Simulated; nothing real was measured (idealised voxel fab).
The process module that follows is named voxel air gaps.
This is section cut - it's 210 nm across, gridded in 5 nm square cells.
A cross-section is written here as square cells arranged in a grid, and it is given in bands from the top down, each band taking up one or more rows of cells.
The band entry comprises the height of the band's top followed by the height of its bottom, expressed in nm, and subsequently the band's materials from left to right, each stated together with its width in nm. Where a single material is marked with the word "all across", that material fills the band from edge to edge. The word "air" represents empty space.
Note: height 0 marks the level under which the wafer is uniformly one material as received. Lowest band unbounded below, written "0 down".
When a width is written as two numbers, as in "30->40", the first number is the width in the top row of cells of the band and the second is the width in its bottom row, and the width changes by the same amount from each row to the next.
Take "no modification" at face value: in the step it is given for, the cross-section changed in none of its cells.
For the entry "Enclosed empty spaces", the listed items are empty spaces with no open way to the top whose size is 8 cells or more; each item follows the pattern width x height at distance, where distance is from the left edge and all three are in nm.
Text after the settings on a step's line: the simulator's own remark on that step.
When a step includes a mask, the "overlay nm" setting on its line states how far to the right of its planned place that mask lay, and negative values state how far to the left.
### Listed below are the process steps as planned
- 1: RECEIVE with material Si
- 2: CONFORMAL_DEP with material SiO2, thk nm 10
- 3: CONFORMAL_DEP with material SiCN, thk nm 5
- 4: DIRECTIONAL_DEP with material lowk, thk nm 35
- 5: DIRECTIONAL_DEP with material aC, thk nm 15
- 6: PATTERN with tone open, mask id LINES, material resist, width nm 15, pitch nm 45, thk nm 35, overlay nm 0
- 7: DIRECTIONAL_ETCH with etch materials aC, depth nm 15
- 8: STRIP with etch materials resist
- 9: DIRECTIONAL_ETCH with etch materials lowk, depth nm 35
- 10: STRIP with etch materials aC
- 11: CONFORMAL_DEP with material TiN, thk nm 5
- 12: FILL_DEP with material W, thk nm 10
- 13: CMP with height nm 50
- 14: EPI with material Ru, thk nm 10
- 15: SELECTIVE_ETCH with etch materials lowk, depth nm 45
- 16: CONFORMAL_DEP with material SiCN, thk nm 5
### Cross-section of the incoming wafer, state after step 1
  0 down: Si all across
  Enclosed empty spaces: none
### Sectioned view, first of two wafers, at the close of the module, processed as intended in the plan
  65 to 60: air: 35 / SiCN: 135 / air: 40
  60 to 50: air: 35 / SiCN: 5 / Ru: 35 / SiCN: 10 / Ru: 35 / SiCN: 10 / Ru: 35 / SiCN: 5 / air: 40
  50 to 45: air: 35 / SiCN: 15 / TiN: 5 / W: 5 / TiN: 5 / SiCN: 30 / TiN: 5 / W: 5 / TiN: 5 / SiCN: 30 / TiN: 5 / W: 5 / TiN: 5 / SiCN: 15 / air: 40
  45 to 20: air: 45 / SiCN: 5 / TiN: 5 / W: 5 / TiN: 5 / SiCN: 5 / air: 20 / SiCN: 5 / TiN: 5 / W: 5 / TiN: 5 / SiCN: 5 / air: 20 / SiCN: 5 / TiN: 5 / W: 5 / TiN: 5 / SiCN: 5 / air: 50
  20 to 15: SiCN: 50 / TiN: 15 / SiCN: 30 / TiN: 15 / SiCN: 30 / TiN: 15 / SiCN: 55
  15 to 10: SiCN all across
  10 to 0: SiO2 all across
  0 down: Si all across
  Enclosed empty spaces: 20 x 25 at 70; 20 x 25 at 115
### This is the second of the two wafers, cross-sectioned at the end of the module; it started exactly like the first and was given the same plan, but it was run with one mistake
  65 to 60: air: 30 / SiCN: 135 / air: 45
  60 to 50: air: 30 / SiCN: 5 / Ru: 35 / SiCN: 10 / Ru: 35 / SiCN: 10 / Ru: 35 / SiCN: 5 / air: 45
  50 to 45: air: 30 / SiCN: 15 / TiN: 5 / W: 5 / TiN: 5 / SiCN: 30 / TiN: 5 / W: 5 / TiN: 5 / SiCN: 30 / TiN: 5 / W: 5 / TiN: 5 / SiCN: 15 / air: 45
  45 to 20: air: 40 / SiCN: 5 / TiN: 5 / W: 5 / TiN: 5 / SiCN: 5 / air: 20 / SiCN: 5 / TiN: 5 / W: 5 / TiN: 5 / SiCN: 5 / air: 20 / SiCN: 5 / TiN: 5 / W: 5 / TiN: 5 / SiCN: 5 / air: 55
  20 to 15: SiCN: 45 / TiN: 15 / SiCN: 30 / TiN: 15 / SiCN: 30 / TiN: 15 / SiCN: 60
  15 to 10: SiCN all across
  10 to 0: SiO2 all across
  0 down: Si all across
  Enclosed empty spaces: 20 x 25 at 65; 20 x 25 at 110
Plan not followed: step 6 off recipe, ran as PATTERN with tone open, mask id LINES, material resist, width nm 15, pitch nm 45, thk nm 35, overlay nm -5
At the end, each material covers as many cells on the second wafer as it does on the first, though the cells it covers are elsewhere.
